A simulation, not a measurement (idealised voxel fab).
Process module name: voxel gate over fins
This is section cut - it's 165 nm across, gridded in 5 nm square cells.
A cross-section in this document is a grid of square cells, and it is written down as bands, the top band listed before the ones below it; a band is made up of one or more rows of cells.
Basically the band line says how high the top is and how high the bottom is, in nm, and then what's in it from left to right, every material with its width in nm. Empty space shows up as "blank", and if a single material carries "throughout" it runs the full band edge to edge.
Where do heights start? At 0: under that level the wafer as delivered is made of one material only. And the lowest band has no floor; it just carries on downward, as in "from 0 down".
The two numbers in a width such as "30 to 40" mark its ends across the band: the first belongs to the top row of cells, the second to the bottom row, and from each row to the next the width moves by the same amount.
Where the words "everything unchanged" appear for a step, the cross-section shows no cell changed by that step; every cell remained as before.
Under "Closed internal voids" you'll find the enclosed gaps, the ones with no way out to the top, that are 8 cells or bigger; each reads width x height at distance, with distance counted from the left edge, everything in nm.
Where a step's line continues beyond its settings, the continuation is a remark by the simulator itself on that step.
overlay nm: right-of-plan distance of the mask on a masked step; negative values mean left-of-plan.
## Steps planned for the process
| 1 | RECEIVE, material Si |
| 2 | CONFORMAL_DEP, material SiN, thk nm 5 |
| 3 | PATTERN, tone cover, mask id FINS, material resist, width nm 15, pitch nm 60, thk nm 20, overlay nm 0 |
| 4 | DIRECTIONAL_ETCH, etch materials SiN, depth nm 5 |
| 5 | DIRECTIONAL_ETCH, etch materials Si, depth nm 30 |
| 6 | STRIP, etch materials resist |
| 7 | OXIDIZE, depth nm 5 |
| 8 | FILL_DEP, material SiO2, thk nm 5 |
| 9 | CMP, height nm 5 |
| 10 | MASKED_ETCH, tone open, mask id RAIL, width nm 15, etch materials SiO2, depth nm 30, overlay nm 0 |
| 11 | CONFORMAL_DEP, material TiN, thk nm 5 |
| 12 | FILL_DEP, material W, thk nm 10 |
| 13 | CMP, height nm 5 |
| 14 | SELECTIVE_ETCH, etch materials W Ru TiN, depth nm 25 |
| 15 | FILL_DEP, material SiO2, thk nm 5 |
| 16 | CMP, height nm 5 |
| 17 | SELECTIVE_ETCH, etch materials SiO2, depth nm 20 |
| 18 | STRIP, etch materials SiN |
| 19 | CONFORMAL_DEP, material HfO2, thk nm 5 |
| 20 | CONFORMAL_DEP, material TiN, thk nm 5 |
| 21 | FILL_DEP, material W, thk nm 15 |
| 22 | CMP, height nm 20 |
| 23 | CONFORMAL_DEP, material SiN, thk nm 10 |
## First wafer of two (run as planned)
## This is the cross-section of the wafer as we received it, i.e. after step 1
from 0 down  Si throughout
Closed internal voids: none
## Cross-sectional representation of the wafer at the conclusion of step 2
from 5 to 0  SiN throughout
Note: structure below 0 unchanged.
## Cross-sectional representation of the wafer at the conclusion of step 3
from 25 to 5  blank 15; resist 15; blank 45; resist 15; blank 45; resist 15; blank 15
Note: structure below 5 unchanged.
## Cross-sectional representation of the wafer at the conclusion of step 4
from 25 to 5  blank 15; resist 15; blank 45; resist 15; blank 45; resist 15; blank 15
from 5 to 0  blank 15; SiN 15; blank 45; SiN 15; blank 45; SiN 15; blank 15
Note: structure below 0 unchanged.
## Cross-sectional representation of the wafer at the conclusion of step 5
from 25 to 5  blank 15; resist 15; blank 45; resist 15; blank 45; resist 15; blank 15
from 5 to 0  blank 15; SiN 15; blank 45; SiN 15; blank 45; SiN 15; blank 15
from 0 to -30  blank 15; Si 15; blank 45; Si 15; blank 45; Si 15; blank 15
Note: structure below -30 unchanged.
## Cross-sectional representation of the wafer at the conclusion of step 6
from 5 to 0  blank 15; SiN 15; blank 45; SiN 15; blank 45; SiN 15; blank 15
Note: structure below 0 unchanged.
## Cross-sectional representation of the wafer at the conclusion of step 7
from 5 to 0  blank 15; SiN 15; blank 45; SiN 15; blank 45; SiN 15; blank 15
from 0 to -30  blank 15; SiO2 5; Si 5; SiO2 5; blank 45; SiO2 5; Si 5; SiO2 5; blank 45; SiO2 5; Si 5; SiO2 5; blank 15
from -30 to -35  SiO2 20; Si 5; SiO2 55; Si 5; SiO2 55; Si 5; SiO2 20
Note: structure below -35 unchanged.
## Cross-sectional representation of the wafer at the conclusion of step 8
from 10 to 5  SiO2 throughout
from 5 to 0  SiO2 15; SiN 15; SiO2 45; SiN 15; SiO2 45; SiN 15; SiO2 15
from 0 to -35  SiO2 20; Si 5; SiO2 55; Si 5; SiO2 55; Si 5; SiO2 20
Note: structure below -35 unchanged.
## Cross-sectional representation of the wafer at the conclusion of step 9
from 5 to 0  SiO2 15; SiN 15; SiO2 45; SiN 15; SiO2 45; SiN 15; SiO2 15
Note: structure below 0 unchanged.
## Cross-sectional representation of the wafer at the conclusion of step 10
from 5 to 0  SiO2 15; SiN 15; SiO2 15; blank 15; SiO2 15; SiN 15; SiO2 45; SiN 15; SiO2 15
from 0 to -25  SiO2 20; Si 5; SiO2 20; blank 15; SiO2 20; Si 5; SiO2 55; Si 5; SiO2 20
Note: structure below -25 unchanged.
## Cross-sectional representation of the wafer at the conclusion of step 11
from 10 to 5  TiN 50; blank 5; TiN 110
from 5 to 0  SiO2 15; SiN 15; SiO2 15; TiN 5; blank 5; TiN 5; SiO2 15; SiN 15; SiO2 45; SiN 15; SiO2 15
from 0 to -20  SiO2 20; Si 5; SiO2 20; TiN 5; blank 5; TiN 5; SiO2 20; Si 5; SiO2 55; Si 5; SiO2 20
from -20 to -25  SiO2 20; Si 5; SiO2 20; TiN 15; SiO2 20; Si 5; SiO2 55; Si 5; SiO2 20
Note: structure below -25 unchanged.
## Cross-sectional representation of the wafer at the conclusion of step 12
from 20 to 10  W throughout
from 10 to 5  TiN 50; W 5; TiN 110
from 5 to 0  SiO2 15; SiN 15; SiO2 15; TiN 5; W 5; TiN 5; SiO2 15; SiN 15; SiO2 45; SiN 15; SiO2 15
from 0 to -20  SiO2 20; Si 5; SiO2 20; TiN 5; W 5; TiN 5; SiO2 20; Si 5; SiO2 55; Si 5; SiO2 20
Note: structure below -20 unchanged.
## Cross-sectional representation of the wafer at the conclusion of step 13
from 5 to 0  SiO2 15; SiN 15; SiO2 15; TiN 5; W 5; TiN 5; SiO2 15; SiN 15; SiO2 45; SiN 15; SiO2 15
Note: structure below 0 unchanged.
## Cross-sectional representation of the wafer at the conclusion of step 14
from 5 to 0  SiO2 15; SiN 15; SiO2 15; blank 15; SiO2 15; SiN 15; SiO2 45; SiN 15; SiO2 15
from 0 to -20  SiO2 20; Si 5; SiO2 20; blank 15; SiO2 20; Si 5; SiO2 55; Si 5; SiO2 20
Note: structure below -20 unchanged.
## Cross-sectional representation of the wafer at the conclusion of step 15
from 10 to 5  SiO2 throughout
from 5 to 0  SiO2 15; SiN 15; SiO2 45; SiN 15; SiO2 45; SiN 15; SiO2 15
from 0 to -20  SiO2 20; Si 5; SiO2 55; Si 5; SiO2 55; Si 5; SiO2 20
Note: structure below -20 unchanged.
## Cross-sectional representation of the wafer at the conclusion of step 16
from 5 to 0  SiO2 15; SiN 15; SiO2 45; SiN 15; SiO2 45; SiN 15; SiO2 15
Note: structure below 0 unchanged.
## Cross-sectional representation of the wafer at the conclusion of step 17
from 5 to 0  blank 15; SiN 15; blank 45; SiN 15; blank 45; SiN 15; blank 15
from 0 to -15  blank 20; Si 5; blank 55; Si 5; blank 55; Si 5; blank 20
Note: structure below -15 unchanged.
## Cross-sectional representation of the wafer at the conclusion of step 18
from 0 to -15  blank 20; Si 5; blank 55; Si 5; blank 55; Si 5; blank 20
Note: structure below -15 unchanged.
## Cross-sectional representation of the wafer at the conclusion of step 19
from 5 to 0  blank 15; HfO2 15; blank 45; HfO2 15; blank 45; HfO2 15; blank 15
from 0 to -10  blank 15; HfO2 5; Si 5; HfO2 5; blank 45; HfO2 5; Si 5; HfO2 5; blank 45; HfO2 5; Si 5; HfO2 5; blank 15
from -10 to -15  HfO2 20; Si 5; HfO2 55; Si 5; HfO2 55; Si 5; HfO2 20
Note: structure below -15 unchanged.
## Cross-sectional representation of the wafer at the conclusion of step 20
from 10 to 5  blank 10; TiN 25; blank 35; TiN 25; blank 35; TiN 25; blank 10
from 5 to 0  blank 10; TiN 5; HfO2 15; TiN 5; blank 35; TiN 5; HfO2 15; TiN 5; blank 35; TiN 5; HfO2 15; TiN 5; blank 10
from 0 to -5  blank 10; TiN 5; HfO2 5; Si 5; HfO2 5; TiN 5; blank 35; TiN 5; HfO2 5; Si 5; HfO2 5; TiN 5; blank 35; TiN 5; HfO2 5; Si 5; HfO2 5; TiN 5; blank 10
from -5 to -10  TiN 15; HfO2 5; Si 5; HfO2 5; TiN 45; HfO2 5; Si 5; HfO2 5; TiN 45; HfO2 5; Si 5; HfO2 5; TiN 15
Note: structure below -10 unchanged.
## Cross-sectional representation of the wafer at the conclusion of step 21
from 25 to 10  W throughout
from 10 to 5  W 10; TiN 25; W 35; TiN 25; W 35; TiN 25; W 10
from 5 to 0  W 10; TiN 5; HfO2 15; TiN 5; W 35; TiN 5; HfO2 15; TiN 5; W 35; TiN 5; HfO2 15; TiN 5; W 10
from 0 to -5  W 10; TiN 5; HfO2 5; Si 5; HfO2 5; TiN 5; W 35; TiN 5; HfO2 5; Si 5; HfO2 5; TiN 5; W 35; TiN 5; HfO2 5; Si 5; HfO2 5; TiN 5; W 10
Note: structure below -5 unchanged.
## Cross-sectional representation of the wafer at the conclusion of step 22
from 20 to 10  W throughout
Note: structure below 10 unchanged.
## Cross-sectional representation of the wafer at the conclusion of step 23
from 30 to 20  SiN throughout
Note: structure below 20 unchanged.
## Regarding the second of the two wafers: it shared the first wafer's starting condition and process plan, yet one error occurred during its execution. Its history coincides with that of the first wafer up to and including step 4
## Second wafer profile in section, at the moment step 5 of the plan was meant to be complete
from 25 to 5  blank 15; resist 15; blank 45; resist 15; blank 45; resist 15; blank 15
from 5 to 0  blank 15; SiN 15; blank 45; SiN 15; blank 45; SiN 15; blank 15
from 0 to -60  blank 15; Si 15; blank 45; Si 15; blank 45; Si 15; blank 15
Note: structure below -60 unchanged.
## Second wafer profile in section, at the moment step 6 of the plan was meant to be complete
from 5 to 0  blank 15; SiN 15; blank 45; SiN 15; blank 45; SiN 15; blank 15
Note: structure below 0 unchanged.
## Second wafer profile in section, at the moment step 7 of the plan was meant to be complete
from 5 to 0  blank 15; SiN 15; blank 45; SiN 15; blank 45; SiN 15; blank 15
from 0 to -60  blank 15; SiO2 5; Si 5; SiO2 5; blank 45; SiO2 5; Si 5; SiO2 5; blank 45; SiO2 5; Si 5; SiO2 5; blank 15
from -60 to -65  SiO2 20; Si 5; SiO2 55; Si 5; SiO2 55; Si 5; SiO2 20
Note: structure below -65 unchanged.
## Second wafer profile in section, at the moment step 8 of the plan was meant to be complete
from 10 to 5  SiO2 throughout
from 5 to 0  SiO2 15; SiN 15; SiO2 45; SiN 15; SiO2 45; SiN 15; SiO2 15
from 0 to -65  SiO2 20; Si 5; SiO2 55; Si 5; SiO2 55; Si 5; SiO2 20
Note: structure below -65 unchanged.
## Second wafer profile in section, at the moment step 9 of the plan was meant to be complete
from 5 to 0  SiO2 15; SiN 15; SiO2 45; SiN 15; SiO2 45; SiN 15; SiO2 15
Note: structure below 0 unchanged.
## Second wafer profile in section, at the moment step 10 of the plan was meant to be complete
from 5 to 0  SiO2 15; SiN 15; SiO2 15; blank 15; SiO2 15; SiN 15; SiO2 45; SiN 15; SiO2 15
from 0 to -25  SiO2 20; Si 5; SiO2 20; blank 15; SiO2 20; Si 5; SiO2 55; Si 5; SiO2 20
Note: structure below -25 unchanged.
## Second wafer profile in section, at the moment step 11 of the plan was meant to be complete
from 10 to 5  TiN 50; blank 5; TiN 110
from 5 to 0  SiO2 15; SiN 15; SiO2 15; TiN 5; blank 5; TiN 5; SiO2 15; SiN 15; SiO2 45; SiN 15; SiO2 15
from 0 to -20  SiO2 20; Si 5; SiO2 20; TiN 5; blank 5; TiN 5; SiO2 20; Si 5; SiO2 55; Si 5; SiO2 20
from -20 to -25  SiO2 20; Si 5; SiO2 20; TiN 15; SiO2 20; Si 5; SiO2 55; Si 5; SiO2 20
Note: structure below -25 unchanged.
## Second wafer profile in section, at the moment step 12 of the plan was meant to be complete
from 20 to 10  W throughout
from 10 to 5  TiN 50; W 5; TiN 110
from 5 to 0  SiO2 15; SiN 15; SiO2 15; TiN 5; W 5; TiN 5; SiO2 15; SiN 15; SiO2 45; SiN 15; SiO2 15
from 0 to -20  SiO2 20; Si 5; SiO2 20; TiN 5; W 5; TiN 5; SiO2 20; Si 5; SiO2 55; Si 5; SiO2 20
Note: structure below -20 unchanged.
## Second wafer profile in section, at the moment step 13 of the plan was meant to be complete
from 5 to 0  SiO2 15; SiN 15; SiO2 15; TiN 5; W 5; TiN 5; SiO2 15; SiN 15; SiO2 45; SiN 15; SiO2 15
Note: structure below 0 unchanged.
## Second wafer profile in section, at the moment step 14 of the plan was meant to be complete
from 5 to 0  SiO2 15; SiN 15; SiO2 15; blank 15; SiO2 15; SiN 15; SiO2 45; SiN 15; SiO2 15
from 0 to -20  SiO2 20; Si 5; SiO2 20; blank 15; SiO2 20; Si 5; SiO2 55; Si 5; SiO2 20
Note: structure below -20 unchanged.
## Second wafer profile in section, at the moment step 15 of the plan was meant to be complete
from 10 to 5  SiO2 throughout
from 5 to 0  SiO2 15; SiN 15; SiO2 45; SiN 15; SiO2 45; SiN 15; SiO2 15
from 0 to -20  SiO2 20; Si 5; SiO2 55; Si 5; SiO2 55; Si 5; SiO2 20
Note: structure below -20 unchanged.
## Second wafer profile in section, at the moment step 16 of the plan was meant to be complete
from 5 to 0  SiO2 15; SiN 15; SiO2 45; SiN 15; SiO2 45; SiN 15; SiO2 15
Note: structure below 0 unchanged.
## Second wafer profile in section, at the moment step 17 of the plan was meant to be complete
from 5 to 0  blank 15; SiN 15; blank 45; SiN 15; blank 45; SiN 15; blank 15
from 0 to -15  blank 20; Si 5; blank 55; Si 5; blank 55; Si 5; blank 20
Note: structure below -15 unchanged.
## Second wafer profile in section, at the moment step 18 of the plan was meant to be complete
from 0 to -15  blank 20; Si 5; blank 55; Si 5; blank 55; Si 5; blank 20
Note: structure below -15 unchanged.
## Second wafer profile in section, at the moment step 19 of the plan was meant to be complete
from 5 to 0  blank 15; HfO2 15; blank 45; HfO2 15; blank 45; HfO2 15; blank 15
from 0 to -10  blank 15; HfO2 5; Si 5; HfO2 5; blank 45; HfO2 5; Si 5; HfO2 5; blank 45; HfO2 5; Si 5; HfO2 5; blank 15
from -10 to -15  HfO2 20; Si 5; HfO2 55; Si 5; HfO2 55; Si 5; HfO2 20
Note: structure below -15 unchanged.
## Second wafer profile in section, at the moment step 20 of the plan was meant to be complete
from 10 to 5  blank 10; TiN 25; blank 35; TiN 25; blank 35; TiN 25; blank 10
from 5 to 0  blank 10; TiN 5; HfO2 15; TiN 5; blank 35; TiN 5; HfO2 15; TiN 5; blank 35; TiN 5; HfO2 15; TiN 5; blank 10
from 0 to -5  blank 10; TiN 5; HfO2 5; Si 5; HfO2 5; TiN 5; blank 35; TiN 5; HfO2 5; Si 5; HfO2 5; TiN 5; blank 35; TiN 5; HfO2 5; Si 5; HfO2 5; TiN 5; blank 10
from -5 to -10  TiN 15; HfO2 5; Si 5; HfO2 5; TiN 45; HfO2 5; Si 5; HfO2 5; TiN 45; HfO2 5; Si 5; HfO2 5; TiN 15
Note: structure below -10 unchanged.
## Second wafer profile in section, at the moment step 21 of the plan was meant to be complete
from 25 to 10  W throughout
from 10 to 5  W 10; TiN 25; W 35; TiN 25; W 35; TiN 25; W 10
from 5 to 0  W 10; TiN 5; HfO2 15; TiN 5; W 35; TiN 5; HfO2 15; TiN 5; W 35; TiN 5; HfO2 15; TiN 5; W 10
from 0 to -5  W 10; TiN 5; HfO2 5; Si 5; HfO2 5; TiN 5; W 35; TiN 5; HfO2 5; Si 5; HfO2 5; TiN 5; W 35; TiN 5; HfO2 5; Si 5; HfO2 5; TiN 5; W 10
Note: structure below -5 unchanged.
## Second wafer profile in section, at the moment step 22 of the plan was meant to be complete
from 20 to 10  W throughout
Note: structure below 10 unchanged.
## Second wafer profile in section, at the moment step 23 of the plan was meant to be complete
from 30 to 20  SiN throughout
Note: structure below 20 unchanged.
What broke from the plan during processing? step 5, plan: ran twice
Bottom line after processing is that, in cells, the second wafer is up or down on some materials versus the first: -180 Si | +180 SiO2
